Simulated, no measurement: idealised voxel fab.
process module | voxel capacitor over wiring
cross-section cut | 290 nm wide | cells 5 nm
A cross-section is a grid of square cells, given in bands from the top down. A band is one or more rows of cells.
Each band's line starts with the height of the band's top and of its bottom, in nm. Then come its materials from left to right, each with its width in nm. One material with "throughout" fills the band from edge to edge. "air" is empty space.
Height 0 is the level under which the wafer as received is all one material. The lowest band goes on downwards, as in "0 down".
A width such as "30 to 40" changes by the same amount from each row of cells to the next, from the band's top row to its bottom row.
"no change" after a step means that no cell of the cross-section changed.
closed voids: empty space of 8 cells or more with no open way to the top, each as width x height at its distance from the left edge, in nm
after a step's settings: what the simulator itself notes on the step
overlay nm, on a step with a mask: how far to the right of its planned place the mask lay; to the left if negative
plan
1 op RECEIVE | material Si
2 op CONFORMAL_DEP | material SiO2 | thk nm 10
3 op DIRECTIONAL_DEP | material TiN | thk nm 5
4 op DIRECTIONAL_DEP | material W | thk nm 25
5 op MASKED_ETCH | tone cover | mask id METAL_1 | width nm 20 | pitch nm 90 | etch materials W | depth nm 25 | overlay nm 0
6 op MASKED_ETCH | tone cover | mask id METAL_1 | width nm 20 | pitch nm 90 | etch materials TiN | depth nm 5 | overlay nm 0
7 op FILL_DEP | material SiO2 | thk nm 10
8 op CMP | height nm 40
9 op CONFORMAL_DEP | material SiCN | thk nm 5
10 op DIRECTIONAL_DEP | material SiO2 | thk nm 20
11 op MASKED_ETCH | tone open | mask id PLUG_1 | width nm 15 | etch materials SiO2 | depth nm 20 | overlay nm 0
12 op MASKED_ETCH | tone open | mask id PLUG_1 | width nm 15 | etch materials SiCN | depth nm 5 | overlay nm 0
13 op EPI | material Ru | thk nm 10
14 op EPI | material Ru | thk nm 10
15 op EPI | material Ru | thk nm 5
16 op DIRECTIONAL_DEP | material TiN | thk nm 10
17 op DIRECTIONAL_DEP | material HfO2 | thk nm 5
18 op DIRECTIONAL_DEP | material TiN | thk nm 5
19 op MASKED_ETCH | tone cover | mask id UPPER_PLATE | width nm 75 | etch materials TiN | depth nm 5 | overlay nm 0
20 op MASKED_ETCH | tone cover | mask id UPPER_PLATE | width nm 75 | etch materials HfO2 | depth nm 5 | overlay nm 0
21 op DIRECTIONAL_DEP | material aC | thk nm 15
22 op PATTERN | tone cover | mask id LOWER_PLATE | material resist | width nm 85 | thk nm 30 | overlay nm 0
23 op DIRECTIONAL_ETCH | etch materials aC | depth nm 15
24 op STRIP | etch materials resist
25 op DIRECTIONAL_ETCH | etch materials TiN | depth nm 10
26 op STRIP | etch materials aC
27 op FILL_DEP | material SiO2 | thk nm 15
28 op CMP | height nm 95
29 op DIRECTIONAL_DEP | material aC | thk nm 15
30 op PATTERN | tone open | mask id PLUG_2 | material resist | width nm 15 | thk nm 30 | overlay nm 0
31 op DIRECTIONAL_ETCH | etch materials aC | depth nm 15
32 op STRIP | etch materials resist
33 op DIRECTIONAL_ETCH | etch materials SiO2 | depth nm 10
34 op STRIP | etch materials aC
35 op CONFORMAL_DEP | material TiN | thk nm 5
36 op FILL_DEP | material W | thk nm 5
37 op CMP | height nm 95
38 op CONFORMAL_DEP | material SiCN | thk nm 5
first wafer, as planned
as received, after step 1
  0 down: Si throughout
  closed voids: none
after step 2
  10 to 0: SiO2 throughout
  below 0: unchanged
after step 3
  15 to 10: TiN throughout
  below 10: unchanged
after step 4
  40 to 15: W throughout
  below 15: unchanged
after step 5
  40 to 15: air 90 | W 20 | air 70 | W 20 | air 90
  below 15: unchanged
after step 6
  40 to 15: air 90 | W 20 | air 70 | W 20 | air 90
  15 to 10: air 90 | TiN 20 | air 70 | TiN 20 | air 90
  below 10: unchanged
after step 7
  50 to 40: SiO2 throughout
  40 to 15: SiO2 90 | W 20 | SiO2 70 | W 20 | SiO2 90
  15 to 10: SiO2 90 | TiN 20 | SiO2 70 | TiN 20 | SiO2 90
  below 10: unchanged
after step 8
  40 to 15: SiO2 90 | W 20 | SiO2 70 | W 20 | SiO2 90
  below 15: unchanged
after step 9
  45 to 40: SiCN throughout
  below 40: unchanged
after step 10
  65 to 45: SiO2 throughout
  below 45: unchanged
after step 11
  65 to 45: SiO2 95 | air 15 | SiO2 180
  below 45: unchanged
after step 12
  65 to 45: SiO2 95 | air 15 | SiO2 180
  45 to 40: SiCN 95 | air 15 | SiCN 180
  below 40: unchanged
after step 13
  65 to 50: SiO2 95 | air 15 | SiO2 180
  50 to 45: SiO2 95 | Ru 15 | SiO2 180
  45 to 40: SiCN 95 | Ru 15 | SiCN 180
  below 40: unchanged
after step 14
  65 to 60: SiO2 95 | air 15 | SiO2 180
  60 to 45: SiO2 95 | Ru 15 | SiO2 180
  below 45: unchanged
after step 15
  65 to 45: SiO2 95 | Ru 15 | SiO2 180
  below 45: unchanged
after step 16
  75 to 65: TiN throughout
  below 65: unchanged
after step 17
  80 to 75: HfO2 throughout
  below 75: unchanged
after step 18
  85 to 80: TiN throughout
  below 80: unchanged
after step 19
  85 to 80: air 95 | TiN 75 | air 120
  below 80: unchanged
after step 20
  85 to 80: air 95 | TiN 75 | air 120
  80 to 75: air 95 | HfO2 75 | air 120
  below 75: unchanged
after step 21
  100 to 90: air 95 | aC 75 | air 120
  90 to 85: aC throughout
  85 to 80: aC 95 | TiN 75 | aC 120
  80 to 75: aC 95 | HfO2 75 | aC 120
  below 75: unchanged
after step 22
  130 to 100: air 90 | resist 85 | air 115
  100 to 90: air 90 | resist 5 | aC 75 | resist 5 | air 115
  below 90: unchanged
after step 23
  115 to 100: air 90 | resist 85 | air 115
  100 to 90: air 90 | resist 5 | aC 75 | resist 5 | air 115
  90 to 85: air 90 | aC 85 | air 115
  85 to 80: air 90 | aC 5 | TiN 75 | aC 5 | air 115
  80 to 75: air 90 | aC 5 | HfO2 75 | aC 5 | air 115
  below 75: unchanged
after step 24
  100 to 90: air 95 | aC 75 | air 120
  below 90: unchanged
after step 25
  100 to 90: air 95 | aC 75 | air 120
  90 to 85: air 90 | aC 85 | air 115
  85 to 80: air 90 | aC 5 | TiN 75 | aC 5 | air 115
  80 to 75: air 90 | aC 5 | HfO2 75 | aC 5 | air 115
  75 to 65: air 90 | TiN 85 | air 115
  below 65: unchanged
after step 26
  85 to 80: air 95 | TiN 75 | air 120
  80 to 75: air 95 | HfO2 75 | air 120
  below 75: unchanged
after step 27
  100 to 85: SiO2 throughout
  85 to 80: SiO2 95 | TiN 75 | SiO2 120
  80 to 75: SiO2 95 | HfO2 75 | SiO2 120
  75 to 65: SiO2 90 | TiN 85 | SiO2 115
  below 65: unchanged
after step 28
  95 to 85: SiO2 throughout
  below 85: unchanged
after step 29
  110 to 95: aC throughout
  below 95: unchanged
after step 30
  140 to 110: resist 105 | air 15 | resist 170
  below 110: unchanged
after step 31
  125 to 110: resist 105 | air 15 | resist 170
  110 to 95: aC 105 | air 15 | aC 170
  below 95: unchanged
after step 32
  110 to 95: aC 105 | air 15 | aC 170
  below 95: unchanged
after step 33
  110 to 95: aC 105 | air 15 | aC 170
  95 to 85: SiO2 105 | air 15 | SiO2 170
  below 85: unchanged
after step 34
  95 to 85: SiO2 105 | air 15 | SiO2 170
  below 85: unchanged
after step 35
  100 to 95: TiN 110 | air 5 | TiN 175
  95 to 90: SiO2 105 | TiN 5 | air 5 | TiN 5 | SiO2 170
  90 to 80: SiO2 105 to 95 | TiN 15 to 75 | SiO2 170 to 120
  below 80: unchanged
after step 36
  105 to 100: W throughout
  100 to 95: TiN 110 | W 5 | TiN 175
  95 to 90: SiO2 105 | TiN 5 | W 5 | TiN 5 | SiO2 170
  below 90: unchanged
after step 37
  95 to 90: SiO2 105 | TiN 5 | W 5 | TiN 5 | SiO2 170
  below 90: unchanged
after step 38
  100 to 95: SiCN throughout
  below 95: unchanged
second wafer: like start, like plan, one mistake. Through step 12 it matches the first wafer
when step 14 should have ended
  70 to 65: air 90 | Ru 25 | air 175
  65 to 45: SiO2 95 | Ru 15 | SiO2 180
  45 to 40: SiCN 95 | Ru 15 | SiCN 180
  below 40: unchanged
when step 15 should have ended
  75 to 65: air 85 | Ru 35 | air 170
  below 65: unchanged
when step 16 should have ended
  85 to 75: air 85 | TiN 35 | air 170
  75 to 65: TiN 85 | Ru 35 | TiN 170
  below 65: unchanged
when step 17 should have ended
  90 to 85: air 85 | HfO2 35 | air 170
  85 to 80: air 85 | TiN 35 | air 170
  80 to 75: HfO2 85 | TiN 35 | HfO2 170
  below 75: unchanged
when step 18 should have ended
  95 to 90: air 85 | TiN 35 | air 170
  90 to 85: air 85 | HfO2 35 | air 170
  85 to 80: TiN throughout
  below 80: unchanged
when step 19 should have ended
  95 to 90: air 95 | TiN 25 | air 170
  90 to 85: air 85 | HfO2 35 | air 170
  85 to 80: air 85 | TiN 85 | air 120
  below 80: unchanged
when step 20 should have ended
  95 to 90: air 95 | TiN 25 | air 170
  90 to 85: air 95 | HfO2 25 | air 170
  85 to 80: air 85 | TiN 85 | air 120
  80 to 75: air 85 | TiN 35 | HfO2 50 | air 120
  below 75: unchanged
when step 21 should have ended
  110 to 100: air 95 | aC 25 | air 170
  100 to 95: air 85 | aC 85 | air 120
  95 to 90: air 85 | aC 10 | TiN 25 | aC 50 | air 120
  90 to 85: aC 95 | HfO2 25 | aC 170
  85 to 80: aC 85 | TiN 85 | aC 120
  80 to 75: aC 85 | TiN 35 | HfO2 50 | aC 120
  below 75: unchanged
when step 22 should have ended
  140 to 110: air 90 | resist 85 | air 115
  110 to 100: air 90 | resist 5 | aC 25 | resist 55 | air 115
  100 to 95: air 85 | aC 85 | resist 5 | air 115
  95 to 90: air 85 | aC 10 | TiN 25 | aC 50 | resist 5 | air 115
  below 90: unchanged
when step 23 should have ended
  125 to 110: air 90 | resist 85 | air 115
  110 to 100: air 90 | resist 5 | aC 25 | resist 55 | air 115
  100 to 95: air 90 | aC 80 | resist 5 | air 115
  95 to 90: air 90 | aC 5 | TiN 25 | aC 50 | resist 5 | air 115
  90 to 85: air 90 | aC 5 | HfO2 25 | aC 55 | air 115
  85 to 80: air 85 | TiN 85 | aC 5 | air 115
  80 to 75: air 85 | TiN 35 | HfO2 50 | aC 5 | air 115
  below 75: unchanged
when step 24 should have ended
  110 to 100: air 95 | aC 25 | air 170
  100 to 95: air 90 | aC 80 | air 120
  95 to 90: air 90 | aC 5 | TiN 25 | aC 50 | air 120
  below 90: unchanged
when step 25 should have ended
  110 to 100: air 95 | aC 25 | air 170
  100 to 95: air 90 | aC 80 | air 120
  95 to 90: air 90 | aC 5 | TiN 25 | aC 50 | air 120
  90 to 85: air 90 | aC 5 | HfO2 25 | aC 55 | air 115
  85 to 80: air 90 | TiN 80 | aC 5 | air 115
  80 to 75: air 90 | TiN 30 | HfO2 50 | aC 5 | air 115
  75 to 65: air 85 | Ru 35 | TiN 55 | air 115
  below 65: unchanged
when step 26 should have ended
  95 to 90: air 95 | TiN 25 | air 170
  90 to 85: air 95 | HfO2 25 | air 170
  85 to 80: air 90 | TiN 80 | air 120
  80 to 75: air 90 | TiN 30 | HfO2 50 | air 120
  below 75: unchanged
when step 27 should have ended
  110 to 95: SiO2 throughout
  95 to 90: SiO2 95 | TiN 25 | SiO2 170
  90 to 85: SiO2 95 | HfO2 25 | SiO2 170
  85 to 80: SiO2 90 | TiN 80 | SiO2 120
  80 to 75: SiO2 90 | TiN 30 | HfO2 50 | SiO2 120
  75 to 65: SiO2 85 | Ru 35 | TiN 55 | SiO2 115
  below 65: unchanged
when step 28 should have ended
  95 to 90: SiO2 95 | TiN 25 | SiO2 170
  below 90: unchanged
when step 29 should have ended
  110 to 95: aC throughout
  below 95: unchanged
when step 30 should have ended
  140 to 110: resist 105 | air 15 | resist 170
  below 110: unchanged
when step 31 should have ended
  125 to 110: resist 105 | air 15 | resist 170
  110 to 95: aC 105 | air 15 | aC 170
  below 95: unchanged
when step 32 should have ended
  110 to 95: aC 105 | air 15 | aC 170
  below 95: unchanged
when step 33 should have ended: no change
when step 34 should have ended
  95 to 90: SiO2 95 | TiN 25 | SiO2 170
  below 90: unchanged
when step 35 should have ended
  100 to 95: TiN throughout
  below 95: unchanged
when step 36 should have ended
  105 to 100: W throughout
  below 100: unchanged
when step 37 should have ended
  95 to 90: SiO2 95 | TiN 25 | SiO2 170
  below 90: unchanged
when step 38 should have ended
  100 to 95: SiCN throughout
  below 95: unchanged
what went wrong: one of the steps 13 and 14, which are alike, was run twice
at the end the second wafer has, in cells: 14 more of Ru | 8 fewer of SiO2 | 5 fewer of TiN | 1 fewer of W
